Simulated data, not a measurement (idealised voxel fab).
The following process module bears the name voxel gate over fins.
cross-section cut | 185 nm wide | cells 5 nm
Each cross-section below is a grid of square cells, stated as bands in top-down order, with one or more rows of cells making up each band. This entry defines a band. It first specifies the height of the band's top and the height of its bottom in nm, and then specifies the band's materials from left to right, stating each material with its width in nm. The word "everywhere" identifies a single material that fills the band from edge to edge, while the word "empty" identifies empty space. All heights in this document are referenced to 0, defined as the level beneath which the wafer, as received, consists entirely of one material. The lowest band is not bounded below; it extends indefinitely downward and is written in the form "from 0 down". The two numbers in a width such as "30->40" mark its ends across the band: the first belongs to the top row of cells, the second to the bottom row, and from each row to the next the width moves by the same amount. Where a step carries "remains unaltered", the cross-section came out of it unchanged, cell for cell. Closed empty spaces (no open way to the top) of 8 cells or more are what "Enclosed voids" lists, each as width x height at distance from the left edge, nm for all three. Anything after a step's settings on that line? It's the simulator's own note about the step. overlay nm: where the mask lay relative to plan, measured to the right, on steps with a mask; negatives go left.

PLANNED STEP LIST FOR THE PROCESS
1,RECEIVE with material Si
2,CONFORMAL_DEP with material SiN, thk nm 5
3,DIRECTIONAL_DEP with material aC, thk nm 15
4,PATTERN with tone cover, mask id FINS, material resist, width nm 15, pitch nm 45, thk nm 35, overlay nm 0
5,DIRECTIONAL_ETCH with etch materials aC, depth nm 15
6,STRIP with etch materials resist
7,DIRECTIONAL_ETCH with etch materials SiN, depth nm 5
8,DIRECTIONAL_ETCH with etch materials Si, depth nm 30
9,STRIP with etch materials aC
10,OXIDIZE with depth nm 5
11,FILL_DEP with material SiO2, thk nm 5
12,CMP with height nm 5
13,SELECTIVE_ETCH with etch materials SiO2, depth nm 20
14,STRIP with etch materials SiN
15,CONFORMAL_DEP with material HfO2, thk nm 5
16,CONFORMAL_DEP with material TiN, thk nm 5
17,FILL_DEP with material W, thk nm 15
18,CMP with height nm 20
19,CONFORMAL_DEP with material SiCN, thk nm 5

INCOMING WAFER IN CROSS-SECTION (STATE: AFTER STEP 1)
  from 0 down  Si everywhere
  Enclosed voids: none

CROSS-SECTION, FIRST OF TWO WAFERS, END OF MODULE, RUN AS PLANNED
  from 25 to 20  SiCN everywhere
  from 20 to 10  W everywhere
  from 10 to 5  35 of W / 25 of TiN / 20 of W / 25 of TiN / 20 of W / 25 of TiN / 35 of W
  from 5 to 0  35 of W / 5 of TiN / 15 of HfO2 / 5 of TiN / 20 of W / 5 of TiN / 15 of HfO2 / 5 of TiN / 20 of W / 5 of TiN / 15 of HfO2 / 5 of TiN / 35 of W
  from 0 to -5  35 of W / 5 of TiN / 5 of HfO2 / 5 of Si / 5 of HfO2 / 5 of TiN / 20 of W / 5 of TiN / 5 of HfO2 / 5 of Si / 5 of HfO2 / 5 of TiN / 20 of W / 5 of TiN / 5 of HfO2 / 5 of Si / 5 of HfO2 / 5 of TiN / 35 of W
  from -5 to -10  40 of TiN / 5 of HfO2 / 5 of Si / 5 of HfO2 / 30 of TiN / 5 of HfO2 / 5 of Si / 5 of HfO2 / 30 of TiN / 5 of HfO2 / 5 of Si / 5 of HfO2 / 40 of TiN
  from -10 to -15  45 of HfO2 / 5 of Si / 40 of HfO2 / 5 of Si / 40 of HfO2 / 5 of Si / 45 of HfO2
  from -15 to -35  45 of SiO2 / 5 of Si / 40 of SiO2 / 5 of Si / 40 of SiO2 / 5 of Si / 45 of SiO2
  from -35 down  Si everywhere
  Enclosed voids: none

THE SECOND WAFER, SHOWN IN CROSS-SECTION AFTER THE MODULE: STARTED THE SAME WAY AS THE FIRST AND GIVEN THE SAME PLAN, YET ONE MISTAKE CREPT INTO HOW IT WAS RUN
  from 25 to 20  SiCN everywhere
  from 20 to 10  W everywhere
  from 10 to 5  30 of W / 35 of TiN / 10 of W / 35 of TiN / 10 of W / 35 of TiN / 30 of W
  from 5 to 0  30 of W / 5 of TiN / 25 of HfO2 / 5 of TiN / 10 of W / 5 of TiN / 25 of HfO2 / 5 of TiN / 10 of W / 5 of TiN / 25 of HfO2 / 5 of TiN / 30 of W
  from 0 to -5  30 of W / 5 of TiN / 5 of HfO2 / 15 of Si / 5 of HfO2 / 5 of TiN / 10 of W / 5 of TiN / 5 of HfO2 / 15 of Si / 5 of HfO2 / 5 of TiN / 10 of W / 5 of TiN / 5 of HfO2 / 15 of Si / 5 of HfO2 / 5 of TiN / 30 of W
  from -5 to -10  35 of TiN / 5 of HfO2 / 15 of Si / 5 of HfO2 / 20 of TiN / 5 of HfO2 / 15 of Si / 5 of HfO2 / 20 of TiN / 5 of HfO2 / 15 of Si / 5 of HfO2 / 35 of TiN
  from -10 to -15  40 of HfO2 / 15 of Si / 30 of HfO2 / 15 of Si / 30 of HfO2 / 15 of Si / 40 of HfO2
  from -15 to -35  40 of SiO2 / 15 of Si / 30 of SiO2 / 15 of Si / 30 of SiO2 / 15 of Si / 40 of SiO2
  from -35 down  Si everywhere
  Enclosed voids: none
What was the processing mistake? rather than as planned, step 4 actually ran as PATTERN with tone cover, mask id FINS, material resist, width nm 25, pitch nm 45, thk nm 35, overlay nm 0
FYI, end of process, the second wafer has more or fewer cells of some materials than the first: +42 Si; -24 SiO2; -18 W
